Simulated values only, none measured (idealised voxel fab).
This section sets out a process module, namely voxel released beams.
Each square cell in cross-section cut measures 5 nm, and the section as a whole is 140 nm wide.
If you're reading a cross-section in this doc, picture square cells in a grid; it comes to you as bands, top ones listed first down to the bottom, and a band can be one or more rows of cells.
A band entry consists of two parts. The first gives the height of the band's top and the height of its bottom, in nm. The rest lists the band's materials from left to right, each with its width in nm. A single material labelled with the word "throughout" fills the band from edge to edge, and the word "air" marks empty space.
Heights are expressed relative to 0, this being the level below which the as-received wafer comprises one material exclusively. The lowest band is unbounded in the downward direction and is denoted as in "0 down".
Think of "30 to 40" as a width that walks from the first number to the second as you go down the band, top row to bottom row, taking equal-sized steps from row to row.
The designation "no change occurred", where it is given for a processing step, indicates that no cell of the cross-section was altered in the course of that step.
The list in "Enclosed void inventory" covers empty spaces of 8 cells or more that cannot reach the top through any open way, and it gives each as width x height at distance; the distance is from the left edge, and width, height and distance are in nm.
If you see something after the settings on a step's line, that's the simulator's own remark about that step.
For masked steps, "overlay nm" on the step line gives how far right of plan the mask actually lay; a minus sign means it lay to the left.
## Intended process steps
step 1: RECEIVE with material Si
step 2: CONFORMAL_DEP with material Al2O3, thk nm 5
step 3: DIRECTIONAL_DEP with material SiO2, thk nm 10
step 4: MASKED_ETCH with tone open, mask id ANCHOR, width nm 30, etch materials SiO2, depth nm 10, overlay nm 0
step 5: CONFORMAL_DEP with material W, thk nm 10
step 6: MASKED_ETCH with tone cover, mask id BEAM, width nm 80, etch materials W, depth nm 10, overlay nm 0
step 7: STRIP with etch materials SiO2
## What follows covers the first of two wafers; it ran as planned
## Cross-section of the wafer upon arrival, representing the state reached after step 1
	0 down  Si throughout
	Enclosed void inventory: none
## Wafer after step 2 (cross-section)
	5 to 0  Al2O3 throughout
	Heights below 0 show no change.
## Wafer after step 3 (cross-section)
	15 to 5  SiO2 throughout
	Heights below 5 show no change.
## Wafer after step 4 (cross-section)
	15 to 5  30 SiO2  30 air  80 SiO2
	Heights below 5 show no change.
## Wafer after step 5 (cross-section)
	25 to 15  40 W  10 air  90 W
	15 to 5  30 SiO2  30 W  80 SiO2
	Heights below 5 show no change.
## Wafer after step 6 (cross-section)
	25 to 15  25 air  15 W  10 air  55 W  35 air
	Heights below 15 show no change.
## Wafer after step 7 (cross-section)
	25 to 15  25 air  15 W  10 air  55 W  35 air
	15 to 5  30 air  30 W  80 air
	Heights below 5 show no change.
## Wafer two of the pair: same origin, same plan, one error during the run; identical to wafer one up to and including step 1
## Second wafer, sectioned view, at step 2's planned end time
	15 to 0  Al2O3 throughout
	Heights below 0 show no change.
## Second wafer, sectioned view, at step 3's planned end time
	25 to 15  SiO2 throughout
	Heights below 15 show no change.
## Second wafer, sectioned view, at step 4's planned end time
	25 to 15  30 SiO2  30 air  80 SiO2
	Heights below 15 show no change.
## Second wafer, sectioned view, at step 5's planned end time
	35 to 25  40 W  10 air  90 W
	25 to 15  30 SiO2  30 W  80 SiO2
	Heights below 15 show no change.
## Second wafer, sectioned view, at step 6's planned end time
	35 to 25  25 air  15 W  10 air  55 W  35 air
	Heights below 25 show no change.
## Second wafer, sectioned view, at step 7's planned end time
	35 to 25  25 air  15 W  10 air  55 W  35 air
	25 to 15  30 air  30 W  80 air
	Heights below 15 show no change.
Plan not followed: step 2 went in with a setting other than planned; the actual run was CONFORMAL_DEP with material Al2O3, thk nm 15
Wrapping up, a cell-based count of both wafers puts the second over or under the first for these materials: Al2O3 +56
